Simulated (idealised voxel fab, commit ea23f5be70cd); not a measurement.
process module | voxel local oxidation
cross-section cut | 255 nm wide | cells 5 nm
A cross-section is a grid of square cells, given in bands from the top down. A band is one or more rows of cells.
Each band's line starts with the height of the band's top and of its bottom, in nm. Then come its materials from left to right, each with its width in nm. One material with "throughout" fills the band from edge to edge. "air" is empty space.
Height 0 is the level under which the wafer as received is all one material. The lowest band goes on downwards, as in "0 down".
A width such as "30 to 40" changes by the same amount from each row of cells to the next, from the band's top row to its bottom row.
"no change" after a step means that no cell of the cross-section changed.
closed voids: empty space of 8 cells or more with no open way to the top, each as width x height at its distance from the left edge, in nm
after a step's settings: what the simulator itself notes on the step
overlay nm, on a step with a mask: how far to the right of its planned place the mask lay; to the left if negative
plan
1 op RECEIVE | material Si
2 op CONFORMAL_DEP | material SiO2 | thk nm 5
3 op CONFORMAL_DEP | material SiN | thk nm 15
4 op DIRECTIONAL_DEP | material aC | thk nm 15
5 op PATTERN | tone cover | mask id ACTIVE | material resist | width nm 130 | thk nm 35 | overlay nm 0
6 op DIRECTIONAL_ETCH | etch materials aC | depth nm 15
7 op STRIP | etch materials resist
8 op DIRECTIONAL_ETCH | etch materials SiN | depth nm 15
9 op STRIP | etch materials aC
10 op SELECTIVE_ETCH | etch materials SiO2 | depth nm 5
11 op OXIDIZE | depth nm 15
12 op STRIP | etch materials SiN
as received, after step 1
  0 down: Si throughout
  closed voids: none
first wafer at the end, as planned
  5 to 0: air 65 | SiO2 120 | air 70
  0 to -15: SiO2 80 | Si 90 | SiO2 85
  -15 down: Si throughout
  closed voids: none
second wafer at the end: like start, like plan, one mistake
  5 to 0: air 55 | SiO2 120 | air 80
  0 to -15: SiO2 70 | Si 90 | SiO2 95
  -15 down: Si throughout
  closed voids: none
what went wrong: step 5 ran as: op PATTERN | tone cover | mask id ACTIVE | material resist | width nm 130 | thk nm 35 | overlay nm -10
at the end the second wafer has, in cells: as many of each material as the first, in other places
